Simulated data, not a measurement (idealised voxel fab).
voxel transistor to metal: a process module
This is section cut - it's 170 nm across, gridded in 5 nm square cells.
Cross-section = grid of square cells, listed top down in bands; band = one or more rows.
Top, bottom (nm), then materials left to right with widths (nm); lone material tagged "full width" fills the whole band edge to edge; "air" = empty space.
Below 0: as-received wafer, all one material; heights counted from there. Lowest band: no bottom, goes on down, written "z 0 and below".
The notation "30 to 40" denotes a width that varies across the rows of cells in the band, beginning at the first number in the top row, finishing at the second number in the bottom row, and changing by an identical amount from each row to the next.
Any step labelled "remained unchanged" changed none of the cells in the cross-section.
The entry "Enclosed cavities" lists the empty spaces that cover at least 8 cells and have no open path to the top. Each is written as width x height at distance, where the distance is measured from the left edge and all three values are in nm.
The remark found on a step's line after its settings is issued by the simulator itself and pertains to that step.
"overlay nm" answers the question of how far to the right of plan the mask lay on a step that has a mask, and when it is negative the answer is to the left.
Layout of what follows: cross-section pairs, each bracketing one process step, the after cross-section shown only to the lowest band that changed, the step between and its settings noted under each pair. Pairs may originate in different runs of this module on the same starting wafer; a pair continues from the pair above only where its entry headed "Pre-step condition" says so.
Pre-step condition:
- z 60 to 45  air=40 / W=20 / air=45 / W=20 / air=45
- z 45 to 40  TiN full width
- z 40 to 30  SiO2=40 / TiN=5 / Ru=20 to 15 / TiN=5 to 10 / SiO2=25 / TiN=5 to 10 / Ru=20 to 15 / TiN=5 / SiO2=45
- z 30 to 20  SiO2=40 / TiN=5 / Ru=15 to 5 / TiN=5 to 15 / SiN=10 / SiCN=15 / SiN=10 / TiN=5 / Ru=15 / TiN=5 / SiO2=45
- z 20 to 5  SiO2=40 / TiN=5 / Ru=5 / TiN=5 / SiN=10 / polySi=25 / SiN=10 / TiN=5 / Ru=15 / TiN=5 / SiO2=45
- z 5 to 0  SiO2=40 / TiN=15 / SiN=10 / polySi=25 / SiN=10 / TiN=15 / Ru=5 / TiN=5 / SiO2=45
- z 0 to -5  SiO2=40 / TiN=5 / pSi=10 / SiN=10 / polySi=25 / SiN=10 / pSi=10 / TiN=5 / Ru=5 / TiN=5 / SiO2=45
- z -5 to -10  SiO2=40 / TiN=5 / pSi=10 / SiO2=45 / pSi=10 / TiN=15 / SiO2=45
- z -10 to -20  SiO2=30 / pSi=25 / Si=45 / pSi=35 / SiO2=35
- z -20 to -25  SiO2=30 / Si=105 / SiO2=35
- z -25 and below  Si full width
- Enclosed cavities: none
Resulting Structure:
- z 60 to 45  air=40 / W=20 / air=45 / W=20 / air=45
- z 45 to 40  air=40 / TiN=20 / air=45 / TiN=20 / air=45
- Under 40: no change, same as before.
- Enclosed cavities: none
Process step bridging the above cross-sections: MASKED_ETCH | tone cover | mask id METAL_1 | width nm 20 | pitch nm 65 | etch materials TiN | depth nm 5 | overlay nm 0
Pre-step condition: The structure entering this step is exactly what the pair just above shows after its step.
Resulting Structure:
- z 70 to 60  SiO2 full width
- z 60 to 45  SiO2=40 / W=20 / SiO2=45 / W=20 / SiO2=45
- z 45 to 40  SiO2=40 / TiN=20 / SiO2=45 / TiN=20 / SiO2=45
- Under 40: no change, same as before.
- Enclosed cavities: none
Process step bridging the above cross-sections: FILL_DEP | material SiO2 | thk nm 10
Pre-step condition: The structure entering this step is exactly what the pair just above shows after its step.
Resulting Structure:
- z 60 to 45  SiO2=40 / W=20 / SiO2=45 / W=20 / SiO2=45
- Under 45: no change, same as before.
- Enclosed cavities: none
Process step bridging the above cross-sections: CMP | height nm 60
Pre-step condition: The structure entering this step is exactly what the pair just above shows after its step.
Resulting Structure:
- z 65 to 60  SiCN full width
- Under 60: no change, same as before.
- Enclosed cavities: none
Process step bridging the above cross-sections: CONFORMAL_DEP | material SiCN | thk nm 5
Pre-step condition:
- z 40 to 30  SiO2=40 / TiN=5 / Ru=20 to 15 / TiN=5 to 10 / SiO2=25 / TiN=5 to 10 / Ru=20 to 15 / TiN=5 / SiO2=45
- z 30 to 20  SiO2=40 / TiN=5 / Ru=15 / TiN=5 / SiN=10 / SiCN=15 / SiN=10 / TiN=5 / Ru=15 / TiN=5 / SiO2=45
- z 20 to 5  SiO2=40 / TiN=5 / Ru=15 / TiN=5 / SiN=10 / polySi=15 / SiN=10 / TiN=5 / Ru=15 / TiN=5 / SiO2=45
- z 5 to 0  SiO2=40 / TiN=5 / Ru=5 / TiN=15 / SiN=10 / polySi=15 / SiN=10 / TiN=15 / Ru=5 / TiN=5 / SiO2=45
- z 0 to -5  SiO2=40 / TiN=5 / Ru=5 / TiN=5 / pSi=10 / SiN=10 / polySi=15 / SiN=10 / pSi=10 / TiN=5 / Ru=5 / TiN=5 / SiO2=45
- z -5 to -10  SiO2=40 / TiN=15 / pSi=10 / SiO2=35 / pSi=10 / TiN=15 / SiO2=45
- z -10 to -20  SiO2=30 / pSi=35 / Si=35 / pSi=35 / SiO2=35
- z -20 to -25  SiO2=30 / Si=105 / SiO2=35
- z -25 and below  Si full width
- Enclosed cavities: none
Resulting Structure:
- z 45 to 40  Ru full width
- Under 40: no change, same as before.
- Enclosed cavities: none
Process step bridging the above cross-sections: DIRECTIONAL_DEP | material Ru | thk nm 5
Pre-step condition: The structure entering this step is exactly what the pair just above shows after its step.
Resulting Structure:
- z 60 to 45  W full width
- Under 45: no change, same as before.
- Enclosed cavities: none
Process step bridging the above cross-sections: DIRECTIONAL_DEP | material W | thk nm 15
Pre-step condition: The structure entering this step is exactly what the pair just above shows after its step.
Resulting Structure:
- z 60 to 45  air=40 / W=20 / air=45 / W=20 / air=45
- Under 45: no change, same as before.
- Enclosed cavities: none
Process step bridging the above cross-sections: MASKED_ETCH | tone cover | mask id METAL_1 | width nm 20 | pitch nm 65 | etch materials W | depth nm 15 | overlay nm 0
Pre-step condition: The structure entering this step is exactly what the pair just above shows after its step.
Resulting Structure:
- z 70 to 60  SiO2 full width
- z 60 to 45  SiO2=40 / W=20 / SiO2=45 / W=20 / SiO2=45
- Under 45: no change, same as before.
- Enclosed cavities: none
Process step bridging the above cross-sections: FILL_DEP | material SiO2 | thk nm 10
Pre-step condition: The structure entering this step is exactly what the pair just above shows after its step.
Resulting Structure:
- z 60 to 45  SiO2=40 / W=20 / SiO2=45 / W=20 / SiO2=45
- Under 45: no change, same as before.
- Enclosed cavities: none
Process step bridging the above cross-sections: CMP | height nm 60
Pre-step condition: The structure entering this step is exactly what the pair just above shows after its step.
Resulting Structure:
- z 65 to 60  SiCN full width
- Under 60: no change, same as before.
- Enclosed cavities: none
Process step bridging the above cross-sections: CONFORMAL_DEP | material SiCN | thk nm 5
Pre-step condition:
- z 20 to 10  aC full width
- z 10 to 0  SiN full width
- z 0 to -5  SiO2 full width
- z -5 and below  Si full width
- Enclosed cavities: none
Resulting Structure:
- z 45 to 20  resist=30 / air=105 / resist=35
- Under 20: no change, same as before.
- Enclosed cavities: none
Process step bridging the above cross-sections: PATTERN | tone open | mask id ACTIVE | material resist | width nm 105 | thk nm 25 | overlay nm 0
Pre-step condition: The structure entering this step is exactly what the pair just above shows after its step.
Resulting Structure:
- z 35 to 20  resist=30 / air=105 / resist=35
- z 20 to 10  aC=30 / air=105 / aC=35
- Under 10: no change, same as before.
- Enclosed cavities: none
Process step bridging the above cross-sections: DIRECTIONAL_ETCH | etch materials aC | depth nm 10
Pre-step condition: The structure entering this step is exactly what the pair just above shows after its step.
Resulting Structure:
- z 20 to 10  aC=30 / air=105 / aC=35
- Under 10: no change, same as before.
- Enclosed cavities: none
Process step bridging the above cross-sections: STRIP | etch materials resist
Pre-step condition: The structure entering this step is exactly what the pair just above shows after its step.
Resulting Structure:
- z 20 to 10  aC=30 / air=105 / aC=35
- z 10 to 0  SiN=30 / air=105 / SiN=35
- Under 0: no change, same as before.
- Enclosed cavities: none
Process step bridging the above cross-sections: DIRECTIONAL_ETCH | etch materials SiN | depth nm 10
Pre-step condition: The structure entering this step is exactly what the pair just above shows after its step.
Resulting Structure:
- z 20 to 10  aC=30 / air=105 / aC=35
- z 10 to 0  SiN=30 / air=105 / SiN=35
- z 0 to -5  SiO2=30 / air=105 / SiO2=35
- Under -5: no change, same as before.
- Enclosed cavities: none
Process step bridging the above cross-sections: DIRECTIONAL_ETCH | etch materials SiO2 | depth nm 5
Pre-step condition: The structure entering this step is exactly what the pair just above shows after its step.
Resulting Structure:
- z 20 to 10  aC=30 / air=105 / aC=35
- z 10 to 0  SiN=30 / air=105 / SiN=35
- z 0 to -5  SiO2=30 / air=105 / SiO2=35
- z -5 to -25  Si=30 / air=105 / Si=35
- Under -25: no change, same as before.
- Enclosed cavities: none
Process step bridging the above cross-sections: DIRECTIONAL_ETCH | etch materials Si | depth nm 20
Pre-step condition: The structure entering this step is exactly what the pair just above shows after its step.
Resulting Structure:
- z 10 to 0  SiN=30 / air=105 / SiN=35
- Under 0: no change, same as before.
- Enclosed cavities: none
Process step bridging the above cross-sections: STRIP | etch materials aC
Pre-step condition: The structure entering this step is exactly what the pair just above shows after its step.
Resulting Structure:
- z 20 to 10  SiO2 full width
- z 10 to 0  SiN=30 / SiO2=105 / SiN=35
- z 0 to -5  SiO2 full width
- z -5 to -25  Si=30 / SiO2=105 / Si=35
- Under -25: no change, same as before.
- Enclosed cavities: none
Process step bridging the above cross-sections: FILL_DEP | material SiO2 | thk nm 10
Pre-step condition: The structure entering this step is exactly what the pair just above shows after its step.
Resulting Structure:
- z 10 to 0  SiN=30 / SiO2=105 / SiN=35
- Under 0: no change, same as before.
- Enclosed cavities: none
Process step bridging the above cross-sections: CMP | height nm 10
Pre-step condition: The structure entering this step is exactly what the pair just above shows after its step.
Resulting Structure:
- z 10 to 0  SiN=30 / air=105 / SiN=35
- Under 0: no change, same as before.
- Enclosed cavities: none
Process step bridging the above cross-sections: SELECTIVE_ETCH | etch materials SiO2 | depth nm 10
Pre-step condition: The structure entering this step is exactly what the pair just above shows after its step.
Resulting Structure:
- z 0 to -5  SiO2 full width
- Under -5: no change, same as before.
- Enclosed cavities: none
Process step bridging the above cross-sections: STRIP | etch materials SiN
Pre-step condition: The structure entering this step is exactly what the pair just above shows after its step.
Resulting Structure:
- z -5 to -25  Si=30 / SiO2=105 / Si=35
- Under -25: no change, same as before.
- Enclosed cavities: none
Process step bridging the above cross-sections: SELECTIVE_ETCH | etch materials SiO2 | depth nm 5
Pre-step condition: The structure entering this step is exactly what the pair just above shows after its step.
Resulting Structure:
- z -5 to -10  SiO2 full width
- Under -10: no change, same as before.
- Enclosed cavities: none
Process step bridging the above cross-sections: OXIDIZE | depth nm 5
Pre-step condition: The structure entering this step is exactly what the pair just above shows after its step.
Resulting Structure:
- z 20 to -5  polySi full width
- Under -5: no change, same as before.
- Enclosed cavities: none
Process step bridging the above cross-sections: DIRECTIONAL_DEP | material polySi | thk nm 25
Pre-step condition: The structure entering this step is exactly what the pair just above shows after its step.
Resulting Structure:
- z 30 to 20  SiCN full width
- Under 20: no change, same as before.
- Enclosed cavities: none
Process step bridging the above cross-sections: DIRECTIONAL_DEP | material SiCN | thk nm 10
Pre-step condition: The structure entering this step is exactly what the pair just above shows after its step.
Resulting Structure:
- z 30 to 20  air=75 / SiCN=15 / air=80
- Under 20: no change, same as before.
- Enclosed cavities: none
Process step bridging the above cross-sections: MASKED_ETCH | tone cover | mask id GATE | width nm 15 | etch materials SiCN | depth nm 20 | overlay nm 0
Pre-step condition: The structure entering this step is exactly what the pair just above shows after its step.
Resulting Structure:
- z 30 to 20  air=75 / SiCN=15 / air=80
- z 20 to -5  air=75 / polySi=15 / air=80
- Under -5: no change, same as before.
- Enclosed cavities: none
Process step bridging the above cross-sections: MASKED_ETCH | tone cover | mask id GATE | width nm 15 | etch materials polySi | depth nm 35 | overlay nm 0
Pre-step condition: The structure entering this step is exactly what the pair just above shows after its step.
Resulting Structure:
- z 40 to 30  air=65 / SiN=35 / air=70
- z 30 to 20  air=65 / SiN=10 / SiCN=15 / SiN=10 / air=70
- z 20 to 5  air=65 / SiN=10 / polySi=15 / SiN=10 / air=70
- z 5 to -5  SiN=75 / polySi=15 / SiN=80
- Under -5: no change, same as before.
- Enclosed cavities: none
Process step bridging the above cross-sections: CONFORMAL_DEP | material SiN | thk nm 10
Pre-step condition: The structure entering this step is exactly what the pair just above shows after its step.
Resulting Structure:
- z 30 to 20  air=65 / SiN=10 / SiCN=15 / SiN=10 / air=70
- z 20 to -5  air=65 / SiN=10 / polySi=15 / SiN=10 / air=70
- Under -5: no change, same as before.
- Enclosed cavities: none
Process step bridging the above cross-sections: DIRECTIONAL_ETCH | etch materials SiN | depth nm 10
Pre-step condition: The structure entering this step is exactly what the pair just above shows after its step.
Resulting Structure:
- z 30 to 20  air=65 / SiN=10 / SiCN=15 / SiN=10 / air=70
- z 20 to -5  air=65 / SiN=10 / polySi=15 / SiN=10 / air=70
- z -5 to -10  air=65 / SiO2=35 / air=70
- Under -10: no change, same as before.
- Enclosed cavities: none
Process step bridging the above cross-sections: DIRECTIONAL_ETCH | etch materials SiO2 | depth nm 5
Pre-step condition: The structure entering this step is exactly what the pair just above shows after its step.
Resulting Structure:
- z 30 to 20  air=65 / SiN=10 / SiCN=15 / SiN=10 / air=70
- z 20 to -5  air=65 / SiN=10 / polySi=15 / SiN=10 / air=70
- z -5 to -10  air=65 / SiO2=35 / air=70
- z -10 to -20  air=30 / SiO2=105 / air=35
- Under -20: no change, same as before.
- Enclosed cavities: none
Process step bridging the above cross-sections: DIRECTIONAL_ETCH | etch materials Si | depth nm 10
Pre-step condition: The structure entering this step is exactly what the pair just above shows after its step.
Resulting Structure:
- z 30 to 20  air=65 / SiN=10 / SiCN=15 / SiN=10 / air=70
- z 20 to -5  air=65 / SiN=10 / polySi=15 / SiN=10 / air=70
- z -5 to -10  air=65 / SiO2=35 / air=70
- z -10 to -20  pSi=30 / SiO2=105 / pSi=35
- Under -20: no change, same as before.
- Enclosed cavities: none
Process step bridging the above cross-sections: EPI | material pSi | thk nm 10
Pre-step condition: The structure entering this step is exactly what the pair just above shows after its step.
Resulting Structure:
- z 35 to 30  SiO2 full width
- z 30 to 20  SiO2=65 / SiN=10 / SiCN=15 / SiN=10 / SiO2=70
- z 20 to -5  SiO2=65 / SiN=10 / polySi=15 / SiN=10 / SiO2=70
- z -5 to -10  SiO2 full width
- Under -10: no change, same as before.
- Enclosed cavities: none
Process step bridging the above cross-sections: FILL_DEP | material SiO2 | thk nm 5
Pre-step condition: The structure entering this step is exactly what the pair just above shows after its step.
Resulting Structure:
- z 30 to 20  SiO2=65 / SiN=10 / SiCN=15 / SiN=10 / SiO2=70
- Under 20: no change, same as before.
- Enclosed cavities: none
Process step bridging the above cross-sections: CMP | height nm 30
Pre-step condition: The structure entering this step is exactly what the pair just above shows after its step.
Resulting Structure:
- z 40 to 30  SiO2 full width
- Under 30: no change, same as before.
- Enclosed cavities: none
Process step bridging the above cross-sections: DIRECTIONAL_DEP | material SiO2 | thk nm 10
Pre-step condition: The structure entering this step is exactly what the pair just above shows after its step.
Resulting Structure:
- z 40 to 30  SiO2=40 / air=30 / SiO2=25 / air=30 / SiO2=45
- z 30 to 20  SiO2=40 / air=25 / SiN=10 / SiCN=15 / SiN=10 / air=25 / SiO2=45
- z 20 to -5  SiO2=40 / air=25 / SiN=10 / polySi=15 / SiN=10 / air=25 / SiO2=45
- z -5 to -10  SiO2=40 / air=25 / SiO2=35 / air=25 / SiO2=45
- Under -10: no change, same as before.
- Enclosed cavities: none
Process step bridging the above cross-sections: MASKED_ETCH | tone open | mask id CONTACT | width nm 30 | pitch nm 55 | etch materials SiO2 | depth nm 50 | overlay nm 0
Pre-step condition: The structure entering this step is exactly what the pair just above shows after its step.
Resulting Structure:
- z 45 to 40  TiN=45 / air=20 / TiN=35 / air=20 / TiN=50
- z 40 to 30  SiO2=40 / TiN=5 / air=20 to 15 / TiN=5 to 10 / SiO2=25 / TiN=5 to 10 / air=20 to 15 / TiN=5 / SiO2=45
- z 30 to 20  SiO2=40 / TiN=5 / air=15 / TiN=5 / SiN=10 / SiCN=15 / SiN=10 / TiN=5 / air=15 / TiN=5 / SiO2=45
- z 20 to -5  SiO2=40 / TiN=5 / air=15 / TiN=5 / SiN=10 / polySi=15 / SiN=10 / TiN=5 / air=15 / TiN=5 / SiO2=45
- z -5 to -10  SiO2=40 / TiN=25 / SiO2=35 / TiN=25 / SiO2=45
- Under -10: no change, same as before.
- Enclosed cavities: none
Process step bridging the above cross-sections: CONFORMAL_DEP | material TiN | thk nm 5
Pre-step condition: The structure entering this step is exactly what the pair just above shows after its step.
Resulting Structure:
- z 50 to 45  Ru full width
- z 45 to 40  TiN=45 / Ru=20 / TiN=35 / Ru=20 / TiN=50
- z 40 to 30  SiO2=40 / TiN=5 / Ru=20 to 15 / TiN=5 to 10 / SiO2=25 / TiN=5 to 10 / Ru=20 to 15 / TiN=5 / SiO2=45
- z 30 to 20  SiO2=40 / TiN=5 / Ru=15 / TiN=5 / SiN=10 / SiCN=15 / SiN=10 / TiN=5 / Ru=15 / TiN=5 / SiO2=45
- z 20 to -5  SiO2=40 / TiN=5 / Ru=15 / TiN=5 / SiN=10 / polySi=15 / SiN=10 / TiN=5 / Ru=15 / TiN=5 / SiO2=45
- Under -5: no change, same as before.
- Enclosed cavities: none
Process step bridging the above cross-sections: FILL_DEP | material Ru | thk nm 5
Pre-step condition: The structure entering this step is exactly what the pair just above shows after its step.
Resulting Structure:
- z 40 to 30  SiO2=40 / TiN=5 / Ru=20 to 15 / TiN=5 to 10 / SiO2=25 / TiN=5 to 10 / Ru=20 to 15 / TiN=5 / SiO2=45
- Under 30: no change, same as before.
- Enclosed cavities: none
Process step bridging the above cross-sections: CMP | height nm 40
Pre-step condition: The structure entering this step is exactly what the pair just above shows after its step.
Resulting Structure:
- z 45 to 40  TiN full width
- Under 40: no change, same as before.
- Enclosed cavities: none
Process step bridging the above cross-sections: DIRECTIONAL_DEP | material TiN | thk nm 5
Pre-step condition: The structure entering this step is exactly what the pair just above shows after its step.
Resulting Structure:
- z 60 to 45  W full width
- Under 45: no change, same as before.
- Enclosed cavities: none
Process step bridging the above cross-sections: DIRECTIONAL_DEP | material W | thk nm 15
Pre-step condition: The structure entering this step is exactly what the pair just above shows after its step.
Resulting Structure:
- z 60 to 45  air=40 / W=20 / air=45 / W=20 / air=45
- Under 45: no change, same as before.
- Enclosed cavities: none
Process step bridging the above cross-sections: MASKED_ETCH | tone cover | mask id METAL_1 | width nm 20 | pitch nm 65 | etch materials W | depth nm 15 | overlay nm 0
Pre-step condition: The structure entering this step is exactly what the pair just above shows after its step.
Resulting Structure:
- z 60 to 45  air=40 / W=20 / air=45 / W=20 / air=45
- z 45 to 40  air=40 / TiN=20 / air=45 / TiN=20 / air=45
- Under 40: no change, same as before.
- Enclosed cavities: none
Process step bridging the above cross-sections: MASKED_ETCH | tone cover | mask id METAL_1 | width nm 20 | pitch nm 65 | etch materials TiN | depth nm 5 | overlay nm 0
Pre-step condition: The structure entering this step is exactly what the pair just above shows after its step.
Resulting Structure:
- z 70 to 60  SiO2 full width
- z 60 to 45  SiO2=40 / W=20 / SiO2=45 / W=20 / SiO2=45
- z 45 to 40  SiO2=40 / TiN=20 / SiO2=45 / TiN=20 / SiO2=45
- Under 40: no change, same as before.
- Enclosed cavities: none
Process step bridging the above cross-sections: FILL_DEP | material SiO2 | thk nm 10
Pre-step condition: The structure entering this step is exactly what the pair just above shows after its step.
Resulting Structure:
- z 60 to 45  SiO2=40 / W=20 / SiO2=45 / W=20 / SiO2=45
- Under 45: no change, same as before.
- Enclosed cavities: none
Process step bridging the above cross-sections: CMP | height nm 60
Pre-step condition: The structure entering this step is exactly what the pair just above shows after its step.
Resulting Structure:
- z 65 to 60  SiCN full width
- Under 60: no change, same as before.
- Enclosed cavities: none
Process step bridging the above cross-sections: CONFORMAL_DEP | material SiCN | thk nm 5
